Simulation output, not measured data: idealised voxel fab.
process module | voxel gate over fins
cross-section cut | 210 nm wide | cells 5 nm
A cross-section is a grid of square cells, given in bands from the top down. A band is one or more rows of cells.
Each band's line starts with the height of the band's top and of its bottom, in nm. Then come its materials from left to right, each with its width in nm. One material with "throughout" fills the band from edge to edge. "air" is empty space.
Height 0 is the level under which the wafer as received is all one material. The lowest band goes on downwards, as in "0 down".
A width such as "30 to 40" changes by the same amount from each row of cells to the next, from the band's top row to its bottom row.
"no change" after a step means that no cell of the cross-section changed.
closed voids: empty space of 8 cells or more with no open way to the top, each as width x height at its distance from the left edge, in nm
after a step's settings: what the simulator itself notes on the step
overlay nm, on a step with a mask: how far to the right of its planned place the mask lay; to the left if negative
Each pair below shows a cross-section before one step and the cross-section after it, down to the lowest band that changed. The line under each pair gives the step between them, with its settings. The pairs can come from different runs of this module on the same starting wafer, so a pair continues from the pair above only where its "before" says so.
before
  15 to 10: air 25 | TiAl 45 | air 10 | TiAl 45 | air 10 | TiAl 45 | air 30
  10 to 5: air 25 | TiAl 5 | TiN 35 | TiAl 5 | air 10 | TiAl 5 | TiN 35 | TiAl 5 | air 10 | TiAl 5 | TiN 35 | TiAl 5 | air 30
  5 to 0: TiAl 30 | TiN 5 | HfO2 25 | TiN 5 | TiAl 20 | TiN 5 | HfO2 25 | TiN 5 | TiAl 20 | TiN 5 | HfO2 25 | TiN 5 | TiAl 35
  0 to -5: TiN 35 | HfO2 5 | Si 15 | HfO2 5 | TiN 30 | HfO2 5 | Si 15 | HfO2 5 | TiN 30 | HfO2 5 | Si 15 | HfO2 5 | TiN 40
  -5 to -10: HfO2 40 | Si 15 | HfO2 40 | Si 15 | HfO2 40 | Si 15 | HfO2 45
  -10 to -20: SiO2 40 | Si 15 | SiO2 40 | Si 15 | SiO2 40 | Si 15 | SiO2 45
  -20 to -25: W 35 | TiN 5 | Si 15 | TiN 10 | SiO2 15 | TiN 5 | W 5 | TiN 5 | Si 15 | TiN 5 | W 30 | TiN 5 | Si 15 | TiN 5 | W 40
  -25 to -30: TiN 40 | Si 15 | TiN 10 | SiO2 15 | TiN 15 | Si 15 | TiN 40 | Si 15 | TiN 45
  -30 to -35: SiO2 40 | Si 15 | SiO2 40 | Si 15 | SiO2 40 | Si 15 | SiO2 45
  -35 down: Si throughout
  closed voids: none
after
  20 to 15: air 20 | TiN 165 | air 25
  15 to 10: air 20 | TiN 5 | TiAl 45 | TiN 10 | TiAl 45 | TiN 10 | TiAl 45 | TiN 5 | air 25
  10 to 5: TiN 25 | TiAl 5 | TiN 35 | TiAl 5 | TiN 10 | TiAl 5 | TiN 35 | TiAl 5 | TiN 10 | TiAl 5 | TiN 35 | TiAl 5 | TiN 30
  below 5: unchanged
  closed voids: none
the step between: op CONFORMAL_DEP | material TiN | thk nm 5
before: the cross-section after the pair above
after
  35 to 20: W throughout
  20 to 15: W 20 | TiN 165 | W 25
  15 to 10: W 20 | TiN 5 | TiAl 45 | TiN 10 | TiAl 45 | TiN 10 | TiAl 45 | TiN 5 | W 25
  below 10: unchanged
  closed voids: none
the step between: op FILL_DEP | material W | thk nm 15
before: the cross-section after the pair above
after
  30 to 20: W throughout
  below 20: unchanged
  closed voids: none
the step between: op CMP | height nm 30
before: the cross-section after the pair above
after
  40 to 30: SiCN throughout
  below 30: unchanged
  closed voids: none
the step between: op CONFORMAL_DEP | material SiCN | thk nm 10
